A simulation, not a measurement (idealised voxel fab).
This is a process module. Its name is voxel gate over fins.
Each square cell in cross-section cut measures 5 nm, and the section as a whole is 205 nm wide.
Think of the cross-section as a grid of square cells. We describe it in bands, top to bottom, and each band covers one or more rows of those cells. For a band, the entry starts with two heights in nm, that of the top and then that of the bottom, and carries on with the band's materials in order from left to right, each alongside its width in nm; the word "full width" beside a single material means it fills the band edge to edge, and "blank" means empty space. Heads up on the height convention: 0 is the point under which the incoming wafer is all one material, and the lowest band has no bottom, it just keeps going down, like "0 -> down". So if you see something like "30->40" for the width, read it as the top row of the band sitting at the first number and the bottom row at the second, with every row in between moving by the same amount as the last. Reading "same as before" for a step: not a cell of the cross-section changed in it. "Sealed internal cavities" means: voids of 8 cells or more that are shut off from the top with no open way through. Written width x height at distance, distance from the left edge, in nm. On each step's line, the part that comes after the settings is the simulator's own comment on the step. "overlay nm", when on a step's line for a step with a mask, measures how far to the right of its planned place the mask lay; a negative measure means to the left.

**List of planned process steps**
| 1 | RECEIVE [material Si] |
| 2 | CONFORMAL_DEP [material SiN] [thk nm 10] |
| 3 | DIRECTIONAL_DEP [material aC] [thk nm 10] |
| 4 | PATTERN [tone cover] [mask id FINS] [material resist] [width nm 15] [pitch nm 40] [thk nm 25] [overlay nm 0] |
| 5 | DIRECTIONAL_ETCH [etch materials aC] [depth nm 10] |
| 6 | STRIP [etch materials resist] |
| 7 | DIRECTIONAL_ETCH [etch materials SiN] [depth nm 10] |
| 8 | DIRECTIONAL_ETCH [etch materials Si] [depth nm 40] |
| 9 | STRIP [etch materials aC] |
| 10 | OXIDIZE [depth nm 5] |
| 11 | FILL_DEP [material SiO2] [thk nm 15] |
| 12 | CMP [height nm 10] |
| 13 | SELECTIVE_ETCH [etch materials SiO2] [depth nm 20] |
| 14 | STRIP [etch materials SiN] |
| 15 | CONFORMAL_DEP [material HfO2] [thk nm 5] |
| 16 | CONFORMAL_DEP [material TiN] [thk nm 5] |
| 17 | FILL_DEP [material W] [thk nm 10] |
| 18 | CMP [height nm 15] |
| 19 | CONFORMAL_DEP [material SiCN] [thk nm 5] |
Split variable: thk nm, step 19. Plan value = first wafer. Wafers start alike.

**Cut through the first of several wafers as received, post step 1**
	0 -> down: Si full width
	Sealed internal cavities: none

**Last step of the module is step 19; after it, the first of several wafers in cross-section**
	20 -> 15: SiCN full width
	15 -> 10: W full width
	10 -> 5: W 30 nm, TiN 25 nm, W 15 nm, TiN 25 nm, W 15 nm, TiN 25 nm, W 15 nm, TiN 25 nm, W 30 nm
	5 -> 0: W 30 nm, TiN 5 nm, HfO2 15 nm, TiN 5 nm, W 15 nm, TiN 5 nm, HfO2 15 nm, TiN 5 nm, W 15 nm, TiN 5 nm, HfO2 15 nm, TiN 5 nm, W 15 nm, TiN 5 nm, HfO2 15 nm, TiN 5 nm, W 30 nm
	0 -> -5: TiN 35 nm, HfO2 5 nm, Si 5 nm, HfO2 5 nm, TiN 25 nm, HfO2 5 nm, Si 5 nm, HfO2 5 nm, TiN 25 nm, HfO2 5 nm, Si 5 nm, HfO2 5 nm, TiN 25 nm, HfO2 5 nm, Si 5 nm, HfO2 5 nm, TiN 35 nm
	-5 -> -10: HfO2 40 nm, Si 5 nm, HfO2 35 nm, Si 5 nm, HfO2 35 nm, Si 5 nm, HfO2 35 nm, Si 5 nm, HfO2 40 nm
	-10 -> -45: SiO2 40 nm, Si 5 nm, SiO2 35 nm, Si 5 nm, SiO2 35 nm, Si 5 nm, SiO2 35 nm, Si 5 nm, SiO2 40 nm
	-45 -> down: Si full width
	Sealed internal cavities: none

**Cross-sectional view, end of module, last wafer of several**
	35 -> 15: SiCN full width
	15 -> 10: W full width
	10 -> 5: W 30 nm, TiN 25 nm, W 15 nm, TiN 25 nm, W 15 nm, TiN 25 nm, W 15 nm, TiN 25 nm, W 30 nm
	5 -> 0: W 30 nm, TiN 5 nm, HfO2 15 nm, TiN 5 nm, W 15 nm, TiN 5 nm, HfO2 15 nm, TiN 5 nm, W 15 nm, TiN 5 nm, HfO2 15 nm, TiN 5 nm, W 15 nm, TiN 5 nm, HfO2 15 nm, TiN 5 nm, W 30 nm
	0 -> -5: TiN 35 nm, HfO2 5 nm, Si 5 nm, HfO2 5 nm, TiN 25 nm, HfO2 5 nm, Si 5 nm, HfO2 5 nm, TiN 25 nm, HfO2 5 nm, Si 5 nm, HfO2 5 nm, TiN 25 nm, HfO2 5 nm, Si 5 nm, HfO2 5 nm, TiN 35 nm
	-5 -> -10: HfO2 40 nm, Si 5 nm, HfO2 35 nm, Si 5 nm, HfO2 35 nm, Si 5 nm, HfO2 35 nm, Si 5 nm, HfO2 40 nm
	-10 -> -45: SiO2 40 nm, Si 5 nm, SiO2 35 nm, Si 5 nm, SiO2 35 nm, Si 5 nm, SiO2 35 nm, Si 5 nm, SiO2 40 nm
	-45 -> down: Si full width
	Sealed internal cavities: none

**End of module, by wafer: material-by-material cell gain (+) or loss (-) since receipt, then closed voids**
thk nm 5 | +57 HfO2 | -333 Si | +41 SiCN | +259 SiO2 | +57 TiN | +83 W | Sealed internal cavities: none
thk nm 10 | +57 HfO2 | -333 Si | +82 SiCN | +259 SiO2 | +57 TiN | +83 W | Sealed internal cavities: none
thk nm 15 | +57 HfO2 | -333 Si | +123 SiCN | +259 SiO2 | +57 TiN | +83 W | Sealed internal cavities: none
thk nm 20 | +57 HfO2 | -333 Si | +164 SiCN | +259 SiO2 | +57 TiN | +83 W | Sealed internal cavities: none
